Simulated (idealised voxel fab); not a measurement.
Proc. module: voxel trench capacitor
The cross-section shown here is cut; it is 245 nm wide and divided into square cells measuring 5 nm on a side.
For the purposes of this document, a cross-section shall be understood as a grid of square cells, specified as bands listed in top-to-bottom order, each band consisting of one or more rows of cells. Band: top and bottom heights (nm) first, top before bottom; then materials from left to right, widths in nm. "full width" marks a sole material filling the band edge to edge. "air" denotes empty space. Counting heights begins at 0, where everything beneath is, in the wafer as received, one material. The lowest band has no bottom; it goes on downwards, as "0 down" shows. A two-number width, for instance "30 to 40", indicates that the width is equal to the first number in the top row of the band and to the second number in the bottom row, and that it changes by a constant amount per row of cells. "no alteration" for a step: no cell of the cross-section changed in that step. Empty spaces counting at least 8 cells and having no open way to the top are listed in "Enclosed void catalog". The notation width x height at distance is used for each, the distance being from the left edge and all three values in nm. Text after the settings on a step's line: the simulator's own remark on that step. "overlay nm" answers the question of how far to the right of plan the mask lay on a step that has a mask, and when it is negative the answer is to the left.

THE PLANNED PROCESS STEPS ARE ENUMERATED HEREUNDER
1 RECEIVE [material Si]
2 CONFORMAL_DEP [material SiN] [thk nm 10]
3 DIRECTIONAL_DEP [material aC] [thk nm 15]
4 PATTERN [tone open] [mask id TRENCH] [material resist] [width nm 20] [pitch nm 40] [thk nm 35] [overlay nm -15]
5 DIRECTIONAL_ETCH [etch materials aC] [depth nm 15]
6 STRIP [etch materials resist]
7 DIRECTIONAL_ETCH [etch materials SiN] [depth nm 10]
8 DIRECTIONAL_ETCH [etch materials Si] [depth nm 30]
9 STRIP [etch materials aC]
10 CONFORMAL_DEP [material Al2O3] [thk nm 5]
11 FILL_DEP [material polySi] [thk nm 10]
12 CMP [height nm 10]
The plan's step 4 overlay nm is the first wafer's value; the wafers differ in this setting and start identical.

CROSS-SECTION: THE FIRST OF SEVERAL WAFERS IN ITS AS-RECEIVED STATE, I.E. FOLLOWING STEP 1
- 0 down: Si full width
- Enclosed void catalog: none

END-OF-MODULE CROSS-SECTION, FIRST OF SEVERAL WAFERS, AFTER LAST STEP 12
- 10 to 0: 75 nm SiN  5 nm Al2O3  10 nm polySi  5 nm Al2O3  20 nm SiN  5 nm Al2O3  10 nm polySi  5 nm Al2O3  110 nm SiN
- 0 to -25: 75 nm Si  5 nm Al2O3  10 nm polySi  5 nm Al2O3  20 nm Si  5 nm Al2O3  10 nm polySi  5 nm Al2O3  110 nm Si
- -25 to -30: 75 nm Si  20 nm Al2O3  20 nm Si  20 nm Al2O3  110 nm Si
- -30 down: Si full width
- Enclosed void catalog: none

END OF MODULE: CROSS-SECTION, LAST OF SEVERAL WAFERS
- 10 to 0: 105 nm SiN  5 nm Al2O3  10 nm polySi  5 nm Al2O3  20 nm SiN  5 nm Al2O3  10 nm polySi  5 nm Al2O3  80 nm SiN
- 0 to -25: 105 nm Si  5 nm Al2O3  10 nm polySi  5 nm Al2O3  20 nm Si  5 nm Al2O3  10 nm polySi  5 nm Al2O3  80 nm Si
- -25 to -30: 105 nm Si  20 nm Al2O3  20 nm Si  20 nm Al2O3  80 nm Si
- -30 down: Si full width
- Enclosed void catalog: none

ROWS = WAFERS. AT MODULE END, EACH ROW LISTS PER MATERIAL THE CELLS GAINED (+) OR LOST (-) SINCE THE WAFER WAS RECEIVED, THEN THE CLOSED VOIDS
overlay nm -15, +36 Al2O3, -48 Si, +82 SiN, +28 polySi, Enclosed void catalog: none
overlay nm -10, +36 Al2O3, -48 Si, +82 SiN, +28 polySi, Enclosed void catalog: none
overlay nm -5, +36 Al2O3, -48 Si, +82 SiN, +28 polySi, Enclosed void catalog: none
overlay nm 0, +36 Al2O3, -48 Si, +82 SiN, +28 polySi, Enclosed void catalog: none
overlay nm 5, +36 Al2O3, -48 Si, +82 SiN, +28 polySi, Enclosed void catalog: none
overlay nm 10, +36 Al2O3, -48 Si, +82 SiN, +28 polySi, Enclosed void catalog: none
overlay nm 15, +36 Al2O3, -48 Si, +82 SiN, +28 polySi, Enclosed void catalog: none
